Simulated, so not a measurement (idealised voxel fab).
Title: Process Module voxel ribs on slabs
Square cells of 5 nm make up the cross-section cut, whose width is 295 nm.
Think of the cross-section as a grid of square cells. We describe it in bands, top to bottom, and each band covers one or more rows of those cells.
Per band: top height and bottom height in nm, followed by the left-to-right materials and their widths in nm; "edge to edge" marks a single material spanning edge to edge, "air" marks empty space.
Note: height 0 marks the level under which the wafer is uniformly one material as received. Lowest band unbounded below, written "0..down".
Read "30..40" as a graded width: first number on top, second number at the bottom, same change between each pair of neighbouring rows.
No cell of the cross-section changed in a step that is given as "no modifications".
Any empty space of 8 cells or more lacking an open way to the top shows up in "Cavities, closed" as width x height at distance, distance from the left edge, in nm.
Anything after a step's settings on that line? It's the simulator's own note about the step.
When a step includes a mask, the "overlay nm" setting on its line states how far to the right of its planned place that mask lay, and negative values state how far to the left.
Below is the list of planned process steps:
1) RECEIVE [material Si]
2) DIRECTIONAL_DEP [material SiO2] [thk nm 25]
3) DIRECTIONAL_DEP [material SiN] [thk nm 25]
4) PATTERN [tone cover] [mask id RIB] [material resist] [width nm 15] [thk nm 15] [overlay nm 0]
5) DIRECTIONAL_ETCH [etch materials SiN] [depth nm 5]
6) STRIP [etch materials resist]
7) MASKED_ETCH [tone cover] [mask id SLAB] [width nm 55] [etch materials SiN] [depth nm 20] [overlay nm 0]
8) FILL_DEP [material SiO2] [thk nm 30]
9) CMP [height nm 70]
10) DIRECTIONAL_DEP [material TiN] [thk nm 10]
11) MASKED_ETCH [tone cover] [mask id HEATER] [width nm 25] [etch materials TiN] [depth nm 10] [overlay nm 0]
12) CONFORMAL_DEP [material SiO2] [thk nm 5]
On the first of the two wafers: run conducted according to plan:
As-received wafer cross-section (after step 1):
* 0..down | Si edge to edge
* Cavities, closed: none
Cross-section through the wafer, step 2 finished:
* 25..0 | SiO2 edge to edge
* Unchanged below 0.
Cross-section through the wafer, step 3 finished:
* 50..25 | SiN edge to edge
* Unchanged below 25.
Cross-section through the wafer, step 4 finished:
* 65..50 | 140 nm air, 15 nm resist, 140 nm air
* Unchanged below 50.
Cross-section through the wafer, step 5 finished:
* 65..50 | 140 nm air, 15 nm resist, 140 nm air
* 50..45 | 140 nm air, 15 nm SiN, 140 nm air
* Unchanged below 45.
Cross-section through the wafer, step 6 finished:
* 50..45 | 140 nm air, 15 nm SiN, 140 nm air
* Unchanged below 45.
Cross-section through the wafer, step 7 finished:
* 50..45 | 140 nm air, 15 nm SiN, 140 nm air
* 45..25 | 120 nm air, 55 nm SiN, 120 nm air
* Unchanged below 25.
Cross-section through the wafer, step 8 finished:
* 80..50 | SiO2 edge to edge
* 50..45 | 140 nm SiO2, 15 nm SiN, 140 nm SiO2
* 45..25 | 120 nm SiO2, 55 nm SiN, 120 nm SiO2
* Unchanged below 25.
Cross-section through the wafer, step 9 finished:
* 70..50 | SiO2 edge to edge
* Unchanged below 50.
Cross-section through the wafer, step 10 finished:
* 80..70 | TiN edge to edge
* Unchanged below 70.
Cross-section through the wafer, step 11 finished:
* 80..70 | 135 nm air, 25 nm TiN, 135 nm air
* Unchanged below 70.
Cross-section through the wafer, step 12 finished:
* 85..80 | 130 nm air, 35 nm SiO2, 130 nm air
* 80..75 | 130 nm air, 5 nm SiO2, 25 nm TiN, 5 nm SiO2, 130 nm air
* 75..70 | 135 nm SiO2, 25 nm TiN, 135 nm SiO2
* Unchanged below 70.
The Second Wafer: Common Origin and Plan, One Mistake in Execution, Identical to the First Through Step 11:
Second wafer at the planned finish of step 12, seen in cross-section:
* 85..75 | 130 nm air, 35 nm TiN, 130 nm air
* 75..70 | TiN edge to edge
* Unchanged below 70.
Short version of what went wrong: the process deviated at step 12: the operation and settings actually run there were CONFORMAL_DEP [material TiN] [thk nm 5]
Per the end-of-run cell counts, the second wafer holds more or fewer of some materials than the first: SiO2: 63 fewer, TiN: 63 more
